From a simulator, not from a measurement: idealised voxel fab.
The process module that follows is named voxel released beams.
Square cells of 5 nm make up the cross-section cut, whose width is 250 nm.
Notation: cross-section as square-cell grid; stated in bands, top first, going down; one or more cell rows per band. This entry defines a band. It first specifies the height of the band's top and the height of its bottom in nm, and then specifies the band's materials from left to right, stating each material with its width in nm. The word "full width" identifies a single material that fills the band from edge to edge, while the word "blank" identifies empty space. Note: height 0 marks the level under which the wafer is uniformly one material as received. Lowest band unbounded below, written "0 down". The expression "30->40" gives the width at the extremes of the band, the first number at its top row of cells and the second at its bottom row, with the width changing by equal amounts from each row to the next in between. Where a step carries "identical to before", the cross-section came out of it unchanged, cell for cell. "Closed-off voids" - sealed voids, min. 8 cells, no opening to top; format: width x height at distance (distance from left edge; nm throughout). Step line, after settings: the simulator's comment on this step. "overlay nm" answers the question of how far to the right of plan the mask lay on a step that has a mask, and when it is negative the answer is to the left.

# List of planned process steps
step 1: RECEIVE,material Si
step 2: CONFORMAL_DEP,material Al2O3,thk nm 10
step 3: DIRECTIONAL_DEP,material SiO2,thk nm 20
step 4: DIRECTIONAL_DEP,material aC,thk nm 15
step 5: PATTERN,tone open,mask id ANCHOR,material resist,width nm 30,thk nm 35,overlay nm 0
step 6: DIRECTIONAL_ETCH,etch materials aC,depth nm 15
step 7: STRIP,etch materials resist
step 8: DIRECTIONAL_ETCH,etch materials SiO2,depth nm 20
step 9: STRIP,etch materials aC
step 10: CONFORMAL_DEP,material W,thk nm 5
step 11: DIRECTIONAL_DEP,material aC,thk nm 10
step 12: PATTERN,tone cover,mask id BEAM,material resist,width nm 90,thk nm 25,overlay nm 0
step 13: DIRECTIONAL_ETCH,etch materials aC,depth nm 10
step 14: STRIP,etch materials resist
step 15: DIRECTIONAL_ETCH,etch materials W,depth nm 10
step 16: STRIP,etch materials aC
step 17: STRIP,etch materials SiO2
The value of thk nm given for step 10 in the plan refers to the first wafer; the wafers vary in this setting and are alike at the start.

# Received wafers, first of several: cross-section after step 1
	0 down: Si full width
	Closed-off voids: none

# Last step of the module is step 17; after it, the first of several wafers in cross-section
	35 to 30: blank 75 / W 10 / blank 20 / W 60 / blank 85
	30 to 15: blank 80 / W 5 / blank 20 / W 5 / blank 140
	15 to 10: blank 80 / W 30 / blank 140
	10 to 0: Al2O3 full width
	0 down: Si full width
	Closed-off voids: none

# So this is the cross-section on the last wafer at the end of the module
	55 to 45: blank 75 / W 90 / blank 85
	45 to 30: W full width
	30 to 10: SiO2 80 / W 30 / SiO2 140
	10 to 0: Al2O3 full width
	0 down: Si full width
	Closed-off voids: none

# Basically each wafer gets a line in the table, showing it at the end of the module: material by material, the cells it gained (+) or lost (-) since we got it, then its closed voids
thk nm 5 | +100 Al2O3 | +26 W | Closed-off voids: none
thk nm 10 | +100 Al2O3 | +52 W | Closed-off voids: none
thk nm 15 | +100 Al2O3 | +176 SiO2 | +110 W | Closed-off voids: none
thk nm 20 | +100 Al2O3 | +176 SiO2 | +160 W | Closed-off voids: none
thk nm 25 | +100 Al2O3 | +176 SiO2 | +210 W | Closed-off voids: none
